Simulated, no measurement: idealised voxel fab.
Process module name: voxel released beams
Cross-section cut spans 245 nm and uses square cells 5 nm in size.
The cross-sections in this document take the form of a grid made of square cells. They are written out as bands, in order from top to bottom. Each band consists of one or more rows of cells. Each band's line starts with the height of the band's top and of its bottom, in nm. Then come its materials from left to right, each with its width in nm. One material with "full width" fills the band from edge to edge. "air" is empty space. Below 0: as-received wafer, all one material; heights counted from there. Lowest band: no bottom, goes on down, written "0 and below". Width spec "30 to 40" -> top row of cells at first value, bottom row at second value, equal per-row change in between. Any step labelled "nothing altered" changed none of the cells in the cross-section. Heads up: "Entrapped voids" only lists the empty pockets with no open path to the top that are 8 cells or more, and it writes them as width x height at distance, distance from the left edge, in nm. Past the settings on a step's line: simulator remark, on that step. A step's line can hold "overlay nm"; with a mask on that step, the setting says how far right of the planned place the mask lay, while a negative setting says it lay to the left.

**Process steps (planned)**
1 RECEIVE with material Si
2 CONFORMAL_DEP with material Al2O3, thk nm 10
3 DIRECTIONAL_DEP with material SiO2, thk nm 15
4 PATTERN with tone open, mask id ANCHOR, material resist, width nm 35, thk nm 15, overlay nm 0
5 DIRECTIONAL_ETCH with etch materials SiO2, depth nm 15
6 STRIP with etch materials resist
7 CONFORMAL_DEP with material SiN, thk nm 10
8 PATTERN with tone cover, mask id BEAM, material resist, width nm 95, thk nm 20, overlay nm 0
9 DIRECTIONAL_ETCH with etch materials SiN, depth nm 10
10 STRIP with etch materials resist
11 STRIP with etch materials SiO2

**Wafer at receipt (post step 1), cross-section**
* 0 and below = Si full width
* Entrapped voids: none

**Post-module cross-section: identical start and plan to those above, one misstep in execution**
* 35 down to 25 = air: 80; SiN: 5; air: 15; SiN: 75; air: 70
* 25 down to 20 = air: 75; SiN: 10; air: 15; SiN: 10; air: 135
* 20 down to 10 = air: 75; SiN: 35; air: 135
* 10 down to 0 = Al2O3 full width
* 0 and below = Si full width
* Entrapped voids: none
What was done differently from what was planned? heads up, step 8 didn't go per plan, it actually ran as PATTERN with tone cover, mask id BEAM, material resist, width nm 95, thk nm 20, overlay nm 10
